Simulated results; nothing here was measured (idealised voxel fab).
process module | voxel ribs on slabs
cross-section cut | 150 nm wide | cells 5 nm
A cross-section is a grid of square cells, given in bands from the top down. A band is one or more rows of cells.
Each band's line starts with the height of the band's top and of its bottom, in nm. Then come its materials from left to right, each with its width in nm. One material with "throughout" fills the band from edge to edge. "air" is empty space.
Height 0 is the level under which the wafer as received is all one material. The lowest band goes on downwards, as in "0 down".
A width such as "30 to 40" changes by the same amount from each row of cells to the next, from the band's top row to its bottom row.
"no change" after a step means that no cell of the cross-section changed.
closed voids: empty space of 8 cells or more with no open way to the top, each as width x height at its distance from the left edge, in nm
after a step's settings: what the simulator itself notes on the step
overlay nm, on a step with a mask: how far to the right of its planned place the mask lay; to the left if negative
plan
1 op RECEIVE | material Si
2 op DIRECTIONAL_DEP | material SiO2 | thk nm 20
3 op DIRECTIONAL_DEP | material polySi | thk nm 25
4 op MASKED_ETCH | tone cover | mask id RIB | width nm 20 | etch materials polySi | depth nm 15 | overlay nm 0
5 op DIRECTIONAL_DEP | material aC | thk nm 15
6 op PATTERN | tone cover | mask id SLAB | material resist | width nm 50 | thk nm 30 | overlay nm 0
7 op DIRECTIONAL_ETCH | etch materials aC | depth nm 15
8 op STRIP | etch materials resist
9 op DIRECTIONAL_ETCH | etch materials polySi | depth nm 10
10 op STRIP | etch materials aC
11 op FILL_DEP | material SiO2 | thk nm 15
12 op CMP | height nm 55
13 op DIRECTIONAL_DEP | material W | thk nm 5
14 op DIRECTIONAL_DEP | material aC | thk nm 15
15 op PATTERN | tone cover | mask id HEATER | material resist | width nm 30 | thk nm 30 | overlay nm 0
16 op DIRECTIONAL_ETCH | etch materials aC | depth nm 15
17 op STRIP | etch materials resist
18 op DIRECTIONAL_ETCH | etch materials W | depth nm 5
19 op STRIP | etch materials aC
20 op CONFORMAL_DEP | material SiO2 | thk nm 10
as received, after step 1
  0 down: Si throughout
  closed voids: none
first wafer at the end, as planned
  70 to 65: air 50 | SiO2 50 | air 50
  65 to 60: SiO2 throughout
  60 to 55: SiO2 60 | W 30 | SiO2 60
  55 to 45: SiO2 throughout
  45 to 30: SiO2 65 | polySi 20 | SiO2 65
  30 to 20: SiO2 50 | polySi 50 | SiO2 50
  20 to 0: SiO2 throughout
  0 down: Si throughout
  closed voids: none
second wafer at the end: like start, like plan, one mistake
  70 to 65: air 50 | SiO2 50 | air 50
  65 to 60: SiO2 throughout
  60 to 55: SiO2 60 | W 30 | SiO2 60
  55 to 45: W throughout
  45 to 30: W 65 | polySi 20 | W 65
  30 to 20: W 50 | polySi 50 | W 50
  20 to 0: SiO2 throughout
  0 down: Si throughout
  closed voids: none
what went wrong: step 11 ran as: op FILL_DEP | material W | thk nm 15
at the end the second wafer has, in cells: 178 fewer of SiO2 | 178 more of W
